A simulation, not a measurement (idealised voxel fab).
The following is a process module called voxel wiring stack.
This is section cut - it's 210 nm across, gridded in 5 nm square cells.
We lay out every cross-section as a grid of square cells and spell it out in bands from the top down, where one band means one or more rows of cells. Top, bottom (nm), then materials left to right with widths (nm); lone material tagged "full width" fills the whole band edge to edge; "blank" = empty space. Below 0: as-received wafer, all one material; heights counted from there. Lowest band: no bottom, goes on down, written "0 and below". It should be noted that a width expressed as "30->40" varies in equal increments from row to row of cells within the band, taking the value of the first number at the top row and that of the second number at the bottom row. Key: "remains unaltered" - step with no changed cell in the cross-section. The list in "Unvented cavities" covers empty spaces of 8 cells or more that cannot reach the top through any open way, and it gives each as width x height at distance; the distance is from the left edge, and width, height and distance are in nm. The remark found on a step's line after its settings is issued by the simulator itself and pertains to that step. overlay nm: how far to the right of its planned place the mask lay on this masked step (negative: to the left). Reading guide: pairs of cross-sections, before and after one process step; after view cut off at lowest changed band; step and settings listed under each pair. Pairs may stem from different runs of this module on the same starting wafer; continuity with the pair above only where the "Before the process" entry states it.

## Before the process
- 150 down to 130  resist 20, then blank 15, then resist 30, then blank 15, then resist 30, then blank 15, then resist 30, then blank 15, then resist 40
- 130 down to 95  SiO2 20, then blank 15, then SiO2 30, then blank 15, then SiO2 30, then blank 15, then SiO2 30, then blank 15, then SiO2 40
- 95 down to 90  SiCN full width
- 90 down to 65  lowk 20, then W 30, then lowk 15, then W 30, then lowk 15, then W 30, then lowk 15, then W 30, then lowk 25
- 65 down to 60  lowk 20, then TiN 30, then lowk 15, then TiN 30, then lowk 15, then TiN 30, then lowk 15, then TiN 30, then lowk 25
- 60 down to 40  lowk 20, then TiN 5, then Ru 10, then TiN 5, then lowk 25, then TiN 5, then Ru 10, then TiN 5, then lowk 25, then TiN 5, then Ru 10, then TiN 5, then lowk 25, then TiN 5, then Ru 10, then TiN 5, then lowk 35
- 40 down to 35  SiCN 20, then TiN 20, then SiCN 25, then TiN 20, then SiCN 25, then TiN 20, then SiCN 25, then TiN 20, then SiCN 35
- 35 down to 20  lowk 20, then TiN 5, then W 20, then TiN 5, then lowk 15, then TiN 5, then W 20, then TiN 5, then lowk 15, then TiN 5, then W 20, then TiN 5, then lowk 15, then TiN 5, then W 20, then TiN 5, then lowk 25
- 20 down to 15  SiCN 20, then TiN 30, then SiCN 15, then TiN 30, then SiCN 15, then TiN 30, then SiCN 15, then TiN 30, then SiCN 25
- 15 down to 0  SiO2 full width
- 0 and below  Si full width
- Unvented cavities: none

## Section After Processing
- 130 down to 95  SiO2 20, then blank 15, then SiO2 30, then blank 15, then SiO2 30, then blank 15, then SiO2 30, then blank 15, then SiO2 40
- Whatever lies below 95 is exactly as it was before.
- Unvented cavities: none
In between the before and after cross-sections above, the step is STRIP, etch materials resist

Before the process: no separate figure, the pair right above already shows it after its step.

## Section After Processing
- 145 down to 130  aC 20, then blank 15, then aC 30, then blank 15, then aC 30, then blank 15, then aC 30, then blank 15, then aC 40
- 130 down to 110  SiO2 20, then blank 15, then SiO2 30, then blank 15, then SiO2 30, then blank 15, then SiO2 30, then blank 15, then SiO2 40
- 110 down to 95  SiO2 20, then aC 15, then SiO2 30, then aC 15, then SiO2 30, then aC 15, then SiO2 30, then aC 15, then SiO2 40
- Whatever lies below 95 is exactly as it was before.
- Unvented cavities: none
In between the before and after cross-sections above, the step is DIRECTIONAL_DEP, material aC, thk nm 15

Before the process: no separate figure, the pair right above already shows it after its step.

## Section After Processing
- 175 down to 145  resist 20, then blank 30, then resist 15, then blank 30, then resist 15, then blank 30, then resist 15, then blank 30, then resist 25
- Whatever lies below 145 is exactly as it was before.
- Unvented cavities: none
In between the before and after cross-sections above, the step is PATTERN, tone open, mask id METAL_3, material resist, width nm 30, pitch nm 45, thk nm 30, overlay nm 0

Before the process: no separate figure, the pair right above already shows it after its step.

## Section After Processing
- 160 down to 145  resist 20, then blank 30, then resist 15, then blank 30, then resist 15, then blank 30, then resist 15, then blank 30, then resist 25
- 145 down to 130  aC 20, then blank 30, then aC 15, then blank 30, then aC 15, then blank 30, then aC 15, then blank 30, then aC 25
- 130 down to 95  SiO2 20, then blank 15, then SiO2 30, then blank 15, then SiO2 30, then blank 15, then SiO2 30, then blank 15, then SiO2 40
- Whatever lies below 95 is exactly as it was before.
- Unvented cavities: none
In between the before and after cross-sections above, the step is DIRECTIONAL_ETCH, etch materials aC, depth nm 15

Before the process: no separate figure, the pair right above already shows it after its step.

## Section After Processing
- 145 down to 130  aC 20, then blank 30, then aC 15, then blank 30, then aC 15, then blank 30, then aC 15, then blank 30, then aC 25
- Whatever lies below 130 is exactly as it was before.
- Unvented cavities: none
In between the before and after cross-sections above, the step is STRIP, etch materials resist

Before the process: no separate figure, the pair right above already shows it after its step.

## Section After Processing
- 145 down to 130  aC 20, then blank 30, then aC 15, then blank 30, then aC 15, then blank 30, then aC 15, then blank 30, then aC 25
- 130 down to 110  SiO2 20, then blank 30, then SiO2 15, then blank 30, then SiO2 15, then blank 30, then SiO2 15, then blank 30, then SiO2 25
- Whatever lies below 110 is exactly as it was before.
- Unvented cavities: none
In between the before and after cross-sections above, the step is DIRECTIONAL_ETCH, etch materials SiO2, depth nm 20

Before the process: no separate figure, the pair right above already shows it after its step.

## Section After Processing
- 145 down to 130  aC 20, then blank 30, then aC 15, then blank 30, then aC 15, then blank 30, then aC 15, then blank 30, then aC 25
- 130 down to 110  SiO2 20, then blank 30, then SiO2 15, then blank 30, then SiO2 15, then blank 30, then SiO2 15, then blank 30, then SiO2 25
- 110 down to 95  SiO2 20, then blank 15, then SiO2 30, then blank 15, then SiO2 30, then blank 15, then SiO2 30, then blank 15, then SiO2 40
- 95 down to 90  SiCN 20, then blank 15, then SiCN 30, then blank 15, then SiCN 30, then blank 15, then SiCN 30, then blank 15, then SiCN 40
- Whatever lies below 90 is exactly as it was before.
- Unvented cavities: none
In between the before and after cross-sections above, the step is DIRECTIONAL_ETCH, etch materials SiCN, depth nm 5

Before the process: no separate figure, the pair right above already shows it after its step.

## Section After Processing
- 130 down to 110  SiO2 20, then blank 30, then SiO2 15, then blank 30, then SiO2 15, then blank 30, then SiO2 15, then blank 30, then SiO2 25
- Whatever lies below 110 is exactly as it was before.
- Unvented cavities: none
In between the before and after cross-sections above, the step is STRIP, etch materials aC

Before the process: no separate figure, the pair right above already shows it after its step.

## Section After Processing
- 135 down to 130  TiN 25, then blank 20, then TiN 25, then blank 20, then TiN 25, then blank 20, then TiN 25, then blank 20, then TiN 30
- 130 down to 115  SiO2 20, then TiN 5, then blank 20, then TiN 5, then SiO2 15, then TiN 5, then blank 20, then TiN 5, then SiO2 15, then TiN 5, then blank 20, then TiN 5, then SiO2 15, then TiN 5, then blank 20, then TiN 5, then SiO2 25
- 115 down to 110  SiO2 20, then TiN 5, then blank 5, then TiN 20, then SiO2 15, then TiN 5, then blank 5, then TiN 20, then SiO2 15, then TiN 5, then blank 5, then TiN 20, then SiO2 15, then TiN 5, then blank 5, then TiN 20, then SiO2 25
- 110 down to 95  SiO2 20, then TiN 5, then blank 5, then TiN 5, then SiO2 30, then TiN 5, then blank 5, then TiN 5, then SiO2 30, then TiN 5, then blank 5, then TiN 5, then SiO2 30, then TiN 5, then blank 5, then TiN 5, then SiO2 40
- 95 down to 90  SiCN 20, then TiN 15, then SiCN 30, then TiN 15, then SiCN 30, then TiN 15, then SiCN 30, then TiN 15, then SiCN 40
- Whatever lies below 90 is exactly as it was before.
- Unvented cavities: none
In between the before and after cross-sections above, the step is CONFORMAL_DEP, material TiN, thk nm 5

Before the process: no separate figure, the pair right above already shows it after its step.

## Section After Processing
- 145 down to 135  Ru full width
- 135 down to 130  TiN 25, then Ru 20, then TiN 25, then Ru 20, then TiN 25, then Ru 20, then TiN 25, then Ru 20, then TiN 30
- 130 down to 115  SiO2 20, then TiN 5, then Ru 20, then TiN 5, then SiO2 15, then TiN 5, then Ru 20, then TiN 5, then SiO2 15, then TiN 5, then Ru 20, then TiN 5, then SiO2 15, then TiN 5, then Ru 20, then TiN 5, then SiO2 25
- 115 down to 110  SiO2 20, then TiN 5, then Ru 5, then TiN 20, then SiO2 15, then TiN 5, then Ru 5, then TiN 20, then SiO2 15, then TiN 5, then Ru 5, then TiN 20, then SiO2 15, then TiN 5, then Ru 5, then TiN 20, then SiO2 25
- 110 down to 95  SiO2 20, then TiN 5, then Ru 5, then TiN 5, then SiO2 30, then TiN 5, then Ru 5, then TiN 5, then SiO2 30, then TiN 5, then Ru 5, then TiN 5, then SiO2 30, then TiN 5, then Ru 5, then TiN 5, then SiO2 40
- Whatever lies below 95 is exactly as it was before.
- Unvented cavities: none
In between the before and after cross-sections above, the step is FILL_DEP, material Ru, thk nm 10

Before the process: no separate figure, the pair right above already shows it after its step.

## Section After Processing
- 130 down to 115  SiO2 20, then TiN 5, then Ru 20, then TiN 5, then SiO2 15, then TiN 5, then Ru 20, then TiN 5, then SiO2 15, then TiN 5, then Ru 20, then TiN 5, then SiO2 15, then TiN 5, then Ru 20, then TiN 5, then SiO2 25
- Whatever lies below 115 is exactly as it was before.
- Unvented cavities: none
In between the before and after cross-sections above, the step is CMP, height nm 130

Before the process: no separate figure, the pair right above already shows it after its step.

## Section After Processing
- 135 down to 130  SiN full width
- Whatever lies below 130 is exactly as it was before.
- Unvented cavities: none
In between the before and after cross-sections above, the step is CONFORMAL_DEP, material SiN, thk nm 5

## Before the process
- 35 down to 20  lowk full width
- 20 down to 15  SiCN full width
- 15 down to 0  SiO2 full width
- 0 and below  Si full width
- Unvented cavities: none

## Section After Processing
- 50 down to 35  resist 30, then blank 30, then resist 15, then blank 30, then resist 15, then blank 30, then resist 15, then blank 30, then resist 15
- Whatever lies below 35 is exactly as it was before.
- Unvented cavities: none
In between the before and after cross-sections above, the step is PATTERN, tone open, mask id METAL_1, material resist, width nm 30, pitch nm 45, thk nm 15, overlay nm 10

Before the process: no separate figure, the pair right above already shows it after its step.

## Section After Processing
- 50 down to 35  resist 30, then blank 30, then resist 15, then blank 30, then resist 15, then blank 30, then resist 15, then blank 30, then resist 15
- 35 down to 20  lowk 30, then blank 30, then lowk 15, then blank 30, then lowk 15, then blank 30, then lowk 15, then blank 30, then lowk 15
- Whatever lies below 20 is exactly as it was before.
- Unvented cavities: none
In between the before and after cross-sections above, the step is DIRECTIONAL_ETCH, etch materials lowk, depth nm 15

Before the process: no separate figure, the pair right above already shows it after its step.

## Section After Processing
- 50 down to 35  resist 30, then blank 30, then resist 15, then blank 30, then resist 15, then blank 30, then resist 15, then blank 30, then resist 15
- 35 down to 20  lowk 30, then blank 30, then lowk 15, then blank 30, then lowk 15, then blank 30, then lowk 15, then blank 30, then lowk 15
- 20 down to 15  SiCN 30, then blank 30, then SiCN 15, then blank 30, then SiCN 15, then blank 30, then SiCN 15, then blank 30, then SiCN 15
- Whatever lies below 15 is exactly as it was before.
- Unvented cavities: none
In between the before and after cross-sections above, the step is DIRECTIONAL_ETCH, etch materials SiCN, depth nm 5

Before the process: no separate figure, the pair right above already shows it after its step.

## Section After Processing
- 35 down to 20  lowk 30, then blank 30, then lowk 15, then blank 30, then lowk 15, then blank 30, then lowk 15, then blank 30, then lowk 15
- Whatever lies below 20 is exactly as it was before.
- Unvented cavities: none
In between the before and after cross-sections above, the step is STRIP, etch materials resist

Before the process: no separate figure, the pair right above already shows it after its step.

## Section After Processing
- 40 down to 35  TiN 35, then blank 20, then TiN 25, then blank 20, then TiN 25, then blank 20, then TiN 25, then blank 20, then TiN 20
- 35 down to 20  lowk 30, then TiN 5, then blank 20, then TiN 5, then lowk 15, then TiN 5, then blank 20, then TiN 5, then lowk 15, then TiN 5, then blank 20, then TiN 5, then lowk 15, then TiN 5, then blank 20, then TiN 5, then lowk 15
- 20 down to 15  SiCN 30, then TiN 30, then SiCN 15, then TiN 30, then SiCN 15, then TiN 30, then SiCN 15, then TiN 30, then SiCN 15
- Whatever lies below 15 is exactly as it was before.
- Unvented cavities: none
In between the before and after cross-sections above, the step is CONFORMAL_DEP, material TiN, thk nm 5

Before the process: no separate figure, the pair right above already shows it after its step.

## Section After Processing
- 45 down to 40  W full width
- 40 down to 35  TiN 35, then W 20, then TiN 25, then W 20, then TiN 25, then W 20, then TiN 25, then W 20, then TiN 20
- 35 down to 20  lowk 30, then TiN 5, then W 20, then TiN 5, then lowk 15, then TiN 5, then W 20, then TiN 5, then lowk 15, then TiN 5, then W 20, then TiN 5, then lowk 15, then TiN 5, then W 20, then TiN 5, then lowk 15
- Whatever lies below 20 is exactly as it was before.
- Unvented cavities: none
In between the before and after cross-sections above, the step is FILL_DEP, material W, thk nm 5

Before the process: no separate figure, the pair right above already shows it after its step.

## Section After Processing
- 35 down to 20  lowk 30, then TiN 5, then W 20, then TiN 5, then lowk 15, then TiN 5, then W 20, then TiN 5, then lowk 15, then TiN 5, then W 20, then TiN 5, then lowk 15, then TiN 5, then W 20, then TiN 5, then lowk 15
- Whatever lies below 20 is exactly as it was before.
- Unvented cavities: none
In between the before and after cross-sections above, the step is CMP, height nm 35

Before the process: no separate figure, the pair right above already shows it after its step.

## Section After Processing
- 40 down to 35  SiCN full width
- Whatever lies below 35 is exactly as it was before.
- Unvented cavities: none
In between the before and after cross-sections above, the step is CONFORMAL_DEP, material SiCN, thk nm 5

Before the process: no separate figure, the pair right above already shows it after its step.

## Section After Processing
- 60 down to 40  lowk full width
- Whatever lies below 40 is exactly as it was before.
- Unvented cavities: none
In between the before and after cross-sections above, the step is DIRECTIONAL_DEP, material lowk, thk nm 20

Before the process: no separate figure, the pair right above already shows it after its step.

## Section After Processing
- 80 down to 60  resist 20, then blank 15, then resist 30, then blank 15, then resist 30, then blank 15, then resist 30, then blank 15, then resist 40
- Whatever lies below 60 is exactly as it was before.
- Unvented cavities: none
In between the before and after cross-sections above, the step is PATTERN, tone open, mask id PLUG_1, material resist, width nm 15, pitch nm 45, thk nm 20, overlay nm 0

Before the process: no separate figure, the pair right above already shows it after its step.

## Section After Processing
- 80 down to 60  resist 20, then blank 15, then resist 30, then blank 15, then resist 30, then blank 15, then resist 30, then blank 15, then resist 40
- 60 down to 40  lowk 20, then blank 15, then lowk 30, then blank 15, then lowk 30, then blank 15, then lowk 30, then blank 15, then lowk 40
- Whatever lies below 40 is exactly as it was before.
- Unvented cavities: none
In between the before and after cross-sections above, the step is DIRECTIONAL_ETCH, etch materials lowk, depth nm 20

Before the process: no separate figure, the pair right above already shows it after its step.

## Section After Processing
- 80 down to 60  resist 20, then blank 15, then resist 30, then blank 15, then resist 30, then blank 15, then resist 30, then blank 15, then resist 40
- 60 down to 40  lowk 20, then blank 15, then lowk 30, then blank 15, then lowk 30, then blank 15, then lowk 30, then blank 15, then lowk 40
- 40 down to 35  SiCN 20, then blank 15, then SiCN 30, then blank 15, then SiCN 30, then blank 15, then SiCN 30, then blank 15, then SiCN 40
- Whatever lies below 35 is exactly as it was before.
- Unvented cavities: none
In between the before and after cross-sections above, the step is DIRECTIONAL_ETCH, etch materials SiCN, depth nm 5

Before the process: no separate figure, the pair right above already shows it after its step.

## Section After Processing
- 60 down to 40  lowk 20, then blank 15, then lowk 30, then blank 15, then lowk 30, then blank 15, then lowk 30, then blank 15, then lowk 40
- Whatever lies below 40 is exactly as it was before.
- Unvented cavities: none
In between the before and after cross-sections above, the step is STRIP, etch materials resist

Before the process: no separate figure, the pair right above already shows it after its step.

## Section After Processing
- 65 down to 60  TiN 25, then blank 5, then TiN 40, then blank 5, then TiN 40, then blank 5, then TiN 40, then blank 5, then TiN 45
- 60 down to 40  lowk 20, then TiN 5, then blank 5, then TiN 5, then lowk 30, then TiN 5, then blank 5, then TiN 5, then lowk 30, then TiN 5, then blank 5, then TiN 5, then lowk 30, then TiN 5, then blank 5, then TiN 5, then lowk 40
- 40 down to 35  SiCN 20, then TiN 15, then SiCN 30, then TiN 15, then SiCN 30, then TiN 15, then SiCN 30, then TiN 15, then SiCN 40
- Whatever lies below 35 is exactly as it was before.
- Unvented cavities: none
In between the before and after cross-sections above, the step is CONFORMAL_DEP, material TiN, thk nm 5

Before the process: no separate figure, the pair right above already shows it after its step.

## Section After Processing
- 75 down to 65  Ru full width
- 65 down to 60  TiN 25, then Ru 5, then TiN 40, then Ru 5, then TiN 40, then Ru 5, then TiN 40, then Ru 5, then TiN 45
- 60 down to 40  lowk 20, then TiN 5, then Ru 5, then TiN 5, then lowk 30, then TiN 5, then Ru 5, then TiN 5, then lowk 30, then TiN 5, then Ru 5, then TiN 5, then lowk 30, then TiN 5, then Ru 5, then TiN 5, then lowk 40
- Whatever lies below 40 is exactly as it was before.
- Unvented cavities: none
In between the before and after cross-sections above, the step is FILL_DEP, material Ru, thk nm 10

Before the process: no separate figure, the pair right above already shows it after its step.

## Section After Processing
- 60 down to 40  lowk 20, then TiN 5, then Ru 5, then TiN 5, then lowk 30, then TiN 5, then Ru 5, then TiN 5, then lowk 30, then TiN 5, then Ru 5, then TiN 5, then lowk 30, then TiN 5, then Ru 5, then TiN 5, then lowk 40
- Whatever lies below 40 is exactly as it was before.
- Unvented cavities: none
In between the before and after cross-sections above, the step is CMP, height nm 60

Before the process: no separate figure, the pair right above already shows it after its step.

## Section After Processing
- 65 down to 60  TiN full width
- Whatever lies below 60 is exactly as it was before.
- Unvented cavities: none
In between the before and after cross-sections above, the step is DIRECTIONAL_DEP, material TiN, thk nm 5

Before the process: no separate figure, the pair right above already shows it after its step.

## Section After Processing
- 90 down to 65  W full width
- Whatever lies below 65 is exactly as it was before.
- Unvented cavities: none
In between the before and after cross-sections above, the step is DIRECTIONAL_DEP, material W, thk nm 25

Before the process: no separate figure, the pair right above already shows it after its step.

## Section After Processing
- 100 down to 90  aC full width
- Whatever lies below 90 is exactly as it was before.
- Unvented cavities: none
In between the before and after cross-sections above, the step is DIRECTIONAL_DEP, material aC, thk nm 10

Before the process: no separate figure, the pair right above already shows it after its step.

## Section After Processing
- 130 down to 100  blank 20, then resist 30, then blank 15, then resist 30, then blank 15, then resist 30, then blank 15, then resist 30, then blank 25
- Whatever lies below 100 is exactly as it was before.
- Unvented cavities: none
In between the before and after cross-sections above, the step is PATTERN, tone cover, mask id METAL_2, material resist, width nm 30, pitch nm 45, thk nm 30, overlay nm 0

Before the process: no separate figure, the pair right above already shows it after its step.

## Section After Processing
- 120 down to 100  blank 20, then resist 30, then blank 15, then resist 30, then blank 15, then resist 30, then blank 15, then resist 30, then blank 25
- 100 down to 90  blank 20, then aC 30, then blank 15, then aC 30, then blank 15, then aC 30, then blank 15, then aC 30, then blank 25
- Whatever lies below 90 is exactly as it was before.
- Unvented cavities: none
In between the before and after cross-sections above, the step is DIRECTIONAL_ETCH, etch materials aC, depth nm 10

Before the process: no separate figure, the pair right above already shows it after its step.

## Section After Processing
- 100 down to 90  blank 20, then aC 30, then blank 15, then aC 30, then blank 15, then aC 30, then blank 15, then aC 30, then blank 25
- Whatever lies below 90 is exactly as it was before.
- Unvented cavities: none
In between the before and after cross-sections above, the step is STRIP, etch materials resist

Before the process: no separate figure, the pair right above already shows it after its step.

## Section After Processing
- 100 down to 90  blank 20, then aC 30, then blank 15, then aC 30, then blank 15, then aC 30, then blank 15, then aC 30, then blank 25
- 90 down to 65  blank 20, then W 30, then blank 15, then W 30, then blank 15, then W 30, then blank 15, then W 30, then blank 25
- Whatever lies below 65 is exactly as it was before.
- Unvented cavities: none
In between the before and after cross-sections above, the step is DIRECTIONAL_ETCH, etch materials W, depth nm 25

Before the process: no separate figure, the pair right above already shows it after its step.

## Section After Processing
- 100 down to 90  blank 20, then aC 30, then blank 15, then aC 30, then blank 15, then aC 30, then blank 15, then aC 30, then blank 25
- 90 down to 65  blank 20, then W 30, then blank 15, then W 30, then blank 15, then W 30, then blank 15, then W 30, then blank 25
- 65 down to 60  blank 20, then TiN 30, then blank 15, then TiN 30, then blank 15, then TiN 30, then blank 15, then TiN 30, then blank 25
- Whatever lies below 60 is exactly as it was before.
- Unvented cavities: none
In between the before and after cross-sections above, the step is DIRECTIONAL_ETCH, etch materials TiN, depth nm 5

Before the process: no separate figure, the pair right above already shows it after its step.

## Section After Processing
- 90 down to 65  blank 20, then W 30, then blank 15, then W 30, then blank 15, then W 30, then blank 15, then W 30, then blank 25
- Whatever lies below 65 is exactly as it was before.
- Unvented cavities: none
In between the before and after cross-sections above, the step is STRIP, etch materials aC

Before the process: no separate figure, the pair right above already shows it after its step.

## Section After Processing
- 95 down to 90  lowk full width
- 90 down to 65  lowk 20, then W 30, then lowk 15, then W 30, then lowk 15, then W 30, then lowk 15, then W 30, then lowk 25
- 65 down to 60  lowk 20, then TiN 30, then lowk 15, then TiN 30, then lowk 15, then TiN 30, then lowk 15, then TiN 30, then lowk 25
- Whatever lies below 60 is exactly as it was before.
- Unvented cavities: none
In between the before and after cross-sections above, the step is FILL_DEP, material lowk, thk nm 5

Before the process: no separate figure, the pair right above already shows it after its step.

## Section After Processing
- 90 down to 65  lowk 20, then W 30, then lowk 15, then W 30, then lowk 15, then W 30, then lowk 15, then W 30, then lowk 25
- Whatever lies below 65 is exactly as it was before.
- Unvented cavities: none
In between the before and after cross-sections above, the step is CMP, height nm 90

Before the process: no separate figure, the pair right above already shows it after its step.

## Section After Processing
- 95 down to 90  SiCN full width
- Whatever lies below 90 is exactly as it was before.
- Unvented cavities: none
In between the before and after cross-sections above, the step is CONFORMAL_DEP, material SiCN, thk nm 5

Before the process: no separate figure, the pair right above already shows it after its step.

## Section After Processing
- 130 down to 95  SiO2 full width
- Whatever lies below 95 is exactly as it was before.
- Unvented cavities: none
In between the before and after cross-sections above, the step is DIRECTIONAL_DEP, material SiO2, thk nm 35

Before the process: no separate figure, the pair right above already shows it after its step.

## Section After Processing
- 150 down to 130  resist 20, then blank 15, then resist 30, then blank 15, then resist 30, then blank 15, then resist 30, then blank 15, then resist 40
- Whatever lies below 130 is exactly as it was before.
- Unvented cavities: none
In between the before and after cross-sections above, the step is PATTERN, tone open, mask id METAL_3_HOLES, material resist, width nm 15, pitch nm 45, thk nm 20, overlay nm 0

Before the process: no separate figure, the pair right above already shows it after its step.

## Section After Processing
- 150 down to 130  resist 20, then blank 15, then resist 30, then blank 15, then resist 30, then blank 15, then resist 30, then blank 15, then resist 40
- 130 down to 95  SiO2 20, then blank 15, then SiO2 30, then blank 15, then SiO2 30, then blank 15, then SiO2 30, then blank 15, then SiO2 40
- Whatever lies below 95 is exactly as it was before.
- Unvented cavities: none
In between the before and after cross-sections above, the step is DIRECTIONAL_ETCH, etch materials SiO2, depth nm 35

Before the process: no separate figure, the pair right above already shows it after its step.

## Section After Processing
- 130 down to 95  SiO2 20, then blank 15, then SiO2 30, then blank 15, then SiO2 30, then blank 15, then SiO2 30, then blank 15, then SiO2 40
- Whatever lies below 95 is exactly as it was before.
- Unvented cavities: none
In between the before and after cross-sections above, the step is STRIP, etch materials resist

Before the process: no separate figure, the pair right above already shows it after its step.

## Section After Processing
- 145 down to 130  aC 20, then blank 15, then aC 30, then blank 15, then aC 30, then blank 15, then aC 30, then blank 15, then aC 40
- 130 down to 110  SiO2 20, then blank 15, then SiO2 30, then blank 15, then SiO2 30, then blank 15, then SiO2 30, then blank 15, then SiO2 40
- 110 down to 95  SiO2 20, then aC 15, then SiO2 30, then aC 15, then SiO2 30, then aC 15, then SiO2 30, then aC 15, then SiO2 40
- Whatever lies below 95 is exactly as it was before.
- Unvented cavities: none
In between the before and after cross-sections above, the step is DIRECTIONAL_DEP, material aC, thk nm 15

Before the process: no separate figure, the pair right above already shows it after its step.

## Section After Processing
- 175 down to 145  resist 20, then blank 30, then resist 15, then blank 30, then resist 15, then blank 30, then resist 15, then blank 30, then resist 25
- Whatever lies below 145 is exactly as it was before.
- Unvented cavities: none
In between the before and after cross-sections above, the step is PATTERN, tone open, mask id METAL_3, material resist, width nm 30, pitch nm 45, thk nm 30, overlay nm 0

Before the process: no separate figure, the pair right above already shows it after its step.

## Section After Processing
- 160 down to 145  resist 20, then blank 30, then resist 15, then blank 30, then resist 15, then blank 30, then resist 15, then blank 30, then resist 25
- 145 down to 130  aC 20, then blank 30, then aC 15, then blank 30, then aC 15, then blank 30, then aC 15, then blank 30, then aC 25
- 130 down to 95  SiO2 20, then blank 15, then SiO2 30, then blank 15, then SiO2 30, then blank 15, then SiO2 30, then blank 15, then SiO2 40
- Whatever lies below 95 is exactly as it was before.
- Unvented cavities: none
In between the before and after cross-sections above, the step is DIRECTIONAL_ETCH, etch materials aC, depth nm 15

Before the process: no separate figure, the pair right above already shows it after its step.

## Section After Processing
- 145 down to 130  aC 20, then blank 30, then aC 15, then blank 30, then aC 15, then blank 30, then aC 15, then blank 30, then aC 25
- Whatever lies below 130 is exactly as it was before.
- Unvented cavities: none
In between the before and after cross-sections above, the step is STRIP, etch materials resist

Before the process: no separate figure, the pair right above already shows it after its step.

## Section After Processing
- 145 down to 130  aC 20, then blank 30, then aC 15, then blank 30, then aC 15, then blank 30, then aC 15, then blank 30, then aC 25
- 130 down to 110  SiO2 20, then blank 30, then SiO2 15, then blank 30, then SiO2 15, then blank 30, then SiO2 15, then blank 30, then SiO2 25
- Whatever lies below 110 is exactly as it was before.
- Unvented cavities: none
In between the before and after cross-sections above, the step is DIRECTIONAL_ETCH, etch materials SiO2, depth nm 20

Before the process: no separate figure, the pair right above already shows it after its step.

## Section After Processing
- 145 down to 130  aC 20, then blank 30, then aC 15, then blank 30, then aC 15, then blank 30, then aC 15, then blank 30, then aC 25
- 130 down to 110  SiO2 20, then blank 30, then SiO2 15, then blank 30, then SiO2 15, then blank 30, then SiO2 15, then blank 30, then SiO2 25
- 110 down to 95  SiO2 20, then blank 15, then SiO2 30, then blank 15, then SiO2 30, then blank 15, then SiO2 30, then blank 15, then SiO2 40
- 95 down to 90  SiCN 20, then blank 15, then SiCN 30, then blank 15, then SiCN 30, then blank 15, then SiCN 30, then blank 15, then SiCN 40
- Whatever lies below 90 is exactly as it was before.
- Unvented cavities: none
In between the before and after cross-sections above, the step is DIRECTIONAL_ETCH, etch materials SiCN, depth nm 5

Before the process: no separate figure, the pair right above already shows it after its step.

## Section After Processing
- 130 down to 110  SiO2 20, then blank 30, then SiO2 15, then blank 30, then SiO2 15, then blank 30, then SiO2 15, then blank 30, then SiO2 25
- Whatever lies below 110 is exactly as it was before.
- Unvented cavities: none
In between the before and after cross-sections above, the step is STRIP, etch materials aC

Before the process: no separate figure, the pair right above already shows it after its step.

## Section After Processing
- 135 down to 130  TiN 25, then blank 20, then TiN 25, then blank 20, then TiN 25, then blank 20, then TiN 25, then blank 20, then TiN 30
- 130 down to 115  SiO2 20, then TiN 5, then blank 20, then TiN 5, then SiO2 15, then TiN 5, then blank 20, then TiN 5, then SiO2 15, then TiN 5, then blank 20, then TiN 5, then SiO2 15, then TiN 5, then blank 20, then TiN 5, then SiO2 25
- 115 down to 110  SiO2 20, then TiN 5, then blank 5, then TiN 20, then SiO2 15, then TiN 5, then blank 5, then TiN 20, then SiO2 15, then TiN 5, then blank 5, then TiN 20, then SiO2 15, then TiN 5, then blank 5, then TiN 20, then SiO2 25
- 110 down to 95  SiO2 20, then TiN 5, then blank 5, then TiN 5, then SiO2 30, then TiN 5, then blank 5, then TiN 5, then SiO2 30, then TiN 5, then blank 5, then TiN 5, then SiO2 30, then TiN 5, then blank 5, then TiN 5, then SiO2 40
- 95 down to 90  SiCN 20, then TiN 15, then SiCN 30, then TiN 15, then SiCN 30, then TiN 15, then SiCN 30, then TiN 15, then SiCN 40
- Whatever lies below 90 is exactly as it was before.
- Unvented cavities: none
In between the before and after cross-sections above, the step is CONFORMAL_DEP, material TiN, thk nm 5

Before the process: no separate figure, the pair right above already shows it after its step.

## Section After Processing
- 145 down to 135  Ru full width
- 135 down to 130  TiN 25, then Ru 20, then TiN 25, then Ru 20, then TiN 25, then Ru 20, then TiN 25, then Ru 20, then TiN 30
- 130 down to 115  SiO2 20, then TiN 5, then Ru 20, then TiN 5, then SiO2 15, then TiN 5, then Ru 20, then TiN 5, then SiO2 15, then TiN 5, then Ru 20, then TiN 5, then SiO2 15, then TiN 5, then Ru 20, then TiN 5, then SiO2 25
- 115 down to 110  SiO2 20, then TiN 5, then Ru 5, then TiN 20, then SiO2 15, then TiN 5, then Ru 5, then TiN 20, then SiO2 15, then TiN 5, then Ru 5, then TiN 20, then SiO2 15, then TiN 5, then Ru 5, then TiN 20, then SiO2 25
- 110 down to 95  SiO2 20, then TiN 5, then Ru 5, then TiN 5, then SiO2 30, then TiN 5, then Ru 5, then TiN 5, then SiO2 30, then TiN 5, then Ru 5, then TiN 5, then SiO2 30, then TiN 5, then Ru 5, then TiN 5, then SiO2 40
- Whatever lies below 95 is exactly as it was before.
- Unvented cavities: none
In between the before and after cross-sections above, the step is FILL_DEP, material Ru, thk nm 10

Before the process: no separate figure, the pair right above already shows it after its step.

## Section After Processing
- 130 down to 115  SiO2 20, then TiN 5, then Ru 20, then TiN 5, then SiO2 15, then TiN 5, then Ru 20, then TiN 5, then SiO2 15, then TiN 5, then Ru 20, then TiN 5, then SiO2 15, then TiN 5, then Ru 20, then TiN 5, then SiO2 25
- Whatever lies below 115 is exactly as it was before.
- Unvented cavities: none
In between the before and after cross-sections above, the step is CMP, height nm 130

Before the process: no separate figure, the pair right above already shows it after its step.

## Section After Processing
- 135 down to 130  SiN full width
- Whatever lies below 130 is exactly as it was before.
- Unvented cavities: none
In between the before and after cross-sections above, the step is CONFORMAL_DEP, material SiN, thk nm 5
